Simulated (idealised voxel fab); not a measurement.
process module | voxel quadruple lines
cross-section cut | 215 nm wide | cells 5 nm
A cross-section is a grid of square cells, given in bands from the top down. A band is one or more rows of cells.
Each band's line starts with the height of the band's top and of its bottom, in nm. Then come its materials from left to right, each with its width in nm. One material with "throughout" fills the band from edge to edge. "air" is empty space.
Height 0 is the level under which the wafer as received is all one material. The lowest band goes on downwards, as in "0 down".
A width such as "30 to 40" changes by the same amount from each row of cells to the next, from the band's top row to its bottom row.
"no change" after a step means that no cell of the cross-section changed.
closed voids: empty space of 8 cells or more with no open way to the top, each as width x height at its distance from the left edge, in nm
after a step's settings: what the simulator itself notes on the step
overlay nm, on a step with a mask: how far to the right of its planned place the mask lay; to the left if negative
plan
1 op RECEIVE | material Si
2 op CONFORMAL_DEP | material Al2O3 | thk nm 10
3 op DIRECTIONAL_DEP | material W | thk nm 15
4 op DIRECTIONAL_DEP | material polySi | thk nm 20
5 op DIRECTIONAL_DEP | material aC | thk nm 20
6 op PATTERN | tone cover | mask id MANDREL | material resist | width nm 25 | thk nm 25 | overlay nm -15
7 op DIRECTIONAL_ETCH | etch materials aC | depth nm 20
8 op STRIP | etch materials resist
9 op CONFORMAL_DEP | material SiO2 | thk nm 15
10 op DIRECTIONAL_ETCH | etch materials SiO2 | depth nm 15
11 op STRIP | etch materials aC
12 op DIRECTIONAL_ETCH | etch materials polySi | depth nm 20
13 op STRIP | etch materials SiO2
14 op CONFORMAL_DEP | material SiCN | thk nm 5
15 op DIRECTIONAL_ETCH | etch materials SiCN | depth nm 5
16 op STRIP | etch materials polySi
17 op DIRECTIONAL_ETCH | etch materials W | depth nm 15
18 op STRIP | etch materials SiCN
19 op FILL_DEP | material SiO2 | thk nm 5
20 op CMP | height nm 25
varied across the wafers: overlay nm of step 6. The plan shows the first wafer's value. All wafers start alike
first wafer as received, after step 1
  0 down: Si throughout
  closed voids: none
first wafer at the end, after step 20
  25 to 10: SiO2 60 | W 5 | SiO2 15 | W 5 | SiO2 15 | W 5 | SiO2 15 | W 5 | SiO2 90
  10 to 0: Al2O3 throughout
  0 down: Si throughout
  closed voids: none
last wafer at the end
  25 to 10: SiO2 90 | W 5 | SiO2 15 | W 5 | SiO2 15 | W 5 | SiO2 15 | W 5 | SiO2 60
  10 to 0: Al2O3 throughout
  0 down: Si throughout
  closed voids: none
each wafer at the end: cells of each material gained (+) or lost (-) since it was received, then its closed voids
overlay nm -15 | +86 Al2O3 | +117 SiO2 | +12 W | closed voids: none
overlay nm -10 | +86 Al2O3 | +117 SiO2 | +12 W | closed voids: none
overlay nm -5 | +86 Al2O3 | +117 SiO2 | +12 W | closed voids: none
overlay nm 0 | +86 Al2O3 | +117 SiO2 | +12 W | closed voids: none
overlay nm 5 | +86 Al2O3 | +117 SiO2 | +12 W | closed voids: none
overlay nm 10 | +86 Al2O3 | +117 SiO2 | +12 W | closed voids: none
overlay nm 15 | +86 Al2O3 | +117 SiO2 | +12 W | closed voids: none
